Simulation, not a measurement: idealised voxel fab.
process module | voxel transistor to metal
cross-section cut | 185 nm wide | cells 5 nm
A cross-section is a grid of square cells, given in bands from the top down. A band is one or more rows of cells.
Each band's line starts with the height of the band's top and of its bottom, in nm. Then come its materials from left to right, each with its width in nm. One material with "throughout" fills the band from edge to edge. "air" is empty space.
Height 0 is the level under which the wafer as received is all one material. The lowest band goes on downwards, as in "0 down".
A width such as "30 to 40" changes by the same amount from each row of cells to the next, from the band's top row to its bottom row.
"no change" after a step means that no cell of the cross-section changed.
closed voids: empty space of 8 cells or more with no open way to the top, each as width x height at its distance from the left edge, in nm
after a step's settings: what the simulator itself notes on the step
overlay nm, on a step with a mask: how far to the right of its planned place the mask lay; to the left if negative
plan
1 op RECEIVE | material Si
2 op CONFORMAL_DEP | material SiO2 | thk nm 5
3 op CONFORMAL_DEP | material SiN | thk nm 10
4 op MASKED_ETCH | tone cover | mask id ACTIVE | width nm 105 | etch materials SiN | depth nm 10 | overlay nm 0
5 op MASKED_ETCH | tone cover | mask id ACTIVE | width nm 105 | etch materials SiO2 | depth nm 5 | overlay nm 0
6 op MASKED_ETCH | tone cover | mask id ACTIVE | width nm 105 | etch materials Si | depth nm 20 | overlay nm 0
7 op OXIDIZE | depth nm 5
8 op FILL_DEP | material SiO2 | thk nm 5
9 op CMP | height nm 15
10 op SELECTIVE_ETCH | etch materials SiO2 | depth nm 10
11 op STRIP | etch materials SiN
12 op SELECTIVE_ETCH | etch materials SiO2 | depth nm 5
13 op OXIDIZE | depth nm 5
14 op DIRECTIONAL_DEP | material polySi | thk nm 25
15 op DIRECTIONAL_DEP | material SiCN | thk nm 15
16 op DIRECTIONAL_DEP | material aC | thk nm 10
17 op PATTERN | tone cover | mask id GATE | material resist | width nm 15 | thk nm 30 | overlay nm 0
18 op DIRECTIONAL_ETCH | etch materials aC | depth nm 10
19 op STRIP | etch materials resist
20 op DIRECTIONAL_ETCH | etch materials SiCN | depth nm 25
21 op DIRECTIONAL_ETCH | etch materials polySi | depth nm 35
22 op STRIP | etch materials aC
23 op CONFORMAL_DEP | material SiO2 | thk nm 5
24 op DIRECTIONAL_ETCH | etch materials SiO2 | depth nm 5
25 op CONFORMAL_DEP | material SiN | thk nm 5
26 op DIRECTIONAL_ETCH | etch materials SiN | depth nm 5
27 op DIRECTIONAL_ETCH | etch materials SiO2 | depth nm 5
28 op DIRECTIONAL_ETCH | etch materials Si | depth nm 5
29 op EPI | material pSi | thk nm 5
30 op FILL_DEP | material SiO2 | thk nm 10
31 op CMP | height nm 40
32 op DIRECTIONAL_DEP | material SiO2 | thk nm 10
33 op PATTERN | tone open | mask id CONTACT | material resist | width nm 20 | pitch nm 75 | thk nm 15 | overlay nm 0
34 op DIRECTIONAL_ETCH | etch materials SiO2 | depth nm 50
35 op STRIP | etch materials resist
36 op CONFORMAL_DEP | material TiN | thk nm 5
37 op FILL_DEP | material W | thk nm 10
38 op CMP | height nm 50
39 op DIRECTIONAL_DEP | material TiN | thk nm 5
40 op DIRECTIONAL_DEP | material Ru | thk nm 25
41 op DIRECTIONAL_DEP | material aC | thk nm 10
42 op PATTERN | tone cover | mask id METAL_1 | material resist | width nm 20 | pitch nm 75 | thk nm 30 | overlay nm 0
43 op DIRECTIONAL_ETCH | etch materials aC | depth nm 10
44 op STRIP | etch materials resist
45 op DIRECTIONAL_ETCH | etch materials Ru | depth nm 25
46 op DIRECTIONAL_ETCH | etch materials TiN | depth nm 5
47 op STRIP | etch materials aC
48 op CONFORMAL_DEP | material SiN | thk nm 5
49 op FILL_DEP | material lowk | thk nm 5
50 op CMP | height nm 80
51 op CONFORMAL_DEP | material SiCN | thk nm 5
varied across the wafers: thk nm of step 29. The plan shows the first wafer's value. All wafers start alike
first wafer as received, after step 1
  0 down: Si throughout
  closed voids: none
each wafer at the end: cells of each material gained (+) or lost (-) since it was received, then its closed voids
thk nm 5 | +40 Ru | -121 Si | +46 SiCN | +65 SiN | +357 SiO2 | +52 TiN | +36 W | +125 lowk | +14 pSi | +15 polySi | closed voids: none
thk nm 10 | +40 Ru | -121 Si | +46 SiCN | +65 SiN | +341 SiO2 | +52 TiN | +36 W | +125 lowk | +30 pSi | +15 polySi | closed voids: none
thk nm 15 | +40 Ru | -121 Si | +46 SiCN | +65 SiN | +331 SiO2 | +48 TiN | +30 W | +125 lowk | +50 pSi | +15 polySi | closed voids: none
thk nm 20 | +40 Ru | -121 Si | +46 SiCN | +65 SiN | +317 SiO2 | +44 TiN | +24 W | +125 lowk | +74 pSi | +15 polySi | closed voids: none
thk nm 25 | +40 Ru | -121 Si | +46 SiCN | +65 SiN | +299 SiO2 | +38 TiN | +20 W | +125 lowk | +102 pSi | +15 polySi | closed voids: none
